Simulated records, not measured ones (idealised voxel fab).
Title: Process Module voxel ribs on slabs
In the cross-section labelled cut, the width is 190 nm and each square cell is 5 nm.
Reading order for cross-sections: top band down to bottom band. Underlying form: a grid of square cells. Band size: one or more rows of cells. What a band's entry tells you: where the top is and where the bottom is, as heights in nm, and after that what lies inside, material by material from left to right, each with its width in nm. Empty space is written as the word "air", and a single material marked with the word "throughout" occupies the band from edge to edge. For the purposes of this specification, 0 denotes the height below which the wafer in its as-received condition is composed wholly of one material, and the lowermost band, lacking a lower limit, extends downward without end, as expressed in "0..down". Read "30->40" as a graded width: first number on top, second number at the bottom, same change between each pair of neighbouring rows. "remained the same", as given for a step, is the statement that not any cell of the cross-section underwent a change during that step. In the "Closed empty spaces" entry, you get each enclosed empty space of 8 cells or more, one with no open way to the top, written width x height at distance, distance from the left edge, in nm. If you see something after the settings on a step's line, that's the simulator's own remark about that step. You can add "overlay nm" to a step's line. For a step with a mask, it describes how far the mask lay to the right of its planned position, and a negative number describes a lay to the left.

## Planned process steps
step 1: RECEIVE,material Si
step 2: DIRECTIONAL_DEP,material SiO2,thk nm 20
step 3: DIRECTIONAL_DEP,material polySi,thk nm 25
step 4: DIRECTIONAL_DEP,material aC,thk nm 10
step 5: PATTERN,tone cover,mask id RIB,material resist,width nm 25,thk nm 25,overlay nm 0
step 6: DIRECTIONAL_ETCH,etch materials aC,depth nm 5
step 7: STRIP,etch materials resist
step 8: DIRECTIONAL_ETCH,etch materials polySi,depth nm 10
step 9: STRIP,etch materials aC
step 10: PATTERN,tone cover,mask id SLAB,material resist,width nm 75,thk nm 20,overlay nm 0
step 11: DIRECTIONAL_ETCH,etch materials polySi,depth nm 15
step 12: STRIP,etch materials resist
step 13: FILL_DEP,material SiO2,thk nm 25
step 14: CMP,height nm 65
step 15: DIRECTIONAL_DEP,material W,thk nm 5
step 16: MASKED_ETCH,tone cover,mask id HEATER,width nm 35,etch materials W,depth nm 5,overlay nm 0
step 17: CONFORMAL_DEP,material SiN,thk nm 5
The plan's step 6 depth nm is the first wafer's value; the wafers differ in this setting and start identical.

## As-received state after step 1, first of several wafers, cross-section
	0..down: Si throughout
	Closed empty spaces: none

## Cross-section of the first of several wafers once the module has run through its last step, step 17
	75..70: air (70), then SiN (45), then air (75)
	70..65: SiN (75), then W (35), then SiN (80)
	65..45: SiO2 throughout
	45..30: SiO2 (55), then polySi (75), then SiO2 (60)
	30..20: polySi throughout
	20..0: SiO2 throughout
	0..down: Si throughout
	Closed empty spaces: none

## X-section, last wafer, module end
	75..70: air (70), then SiN (45), then air (75)
	70..65: SiN (75), then W (35), then SiN (80)
	65..45: SiO2 throughout
	45..35: SiO2 (80), then polySi (25), then SiO2 (85)
	35..20: SiO2 (55), then polySi (75), then SiO2 (60)
	20..0: SiO2 throughout
	0..down: Si throughout
	Closed empty spaces: none

## Here is how to read the rows: every wafer has a row, and it shows the wafer at the end of the module, giving for each material how many cells were gained (+) or lost (-) since the wafer was received, then listing its closed voids
depth nm 5; +40 SiN; +373 SiO2; +7 W; +121 polySi; Closed empty spaces: none
depth nm 10; +40 SiN; +439 SiO2; +7 W; +55 polySi; Closed empty spaces: none
depth nm 15; +40 SiN; +439 SiO2; +7 W; +55 polySi; Closed empty spaces: none
depth nm 20; +40 SiN; +439 SiO2; +7 W; +55 polySi; Closed empty spaces: none
depth nm 25; +40 SiN; +439 SiO2; +7 W; +55 polySi; Closed empty spaces: none
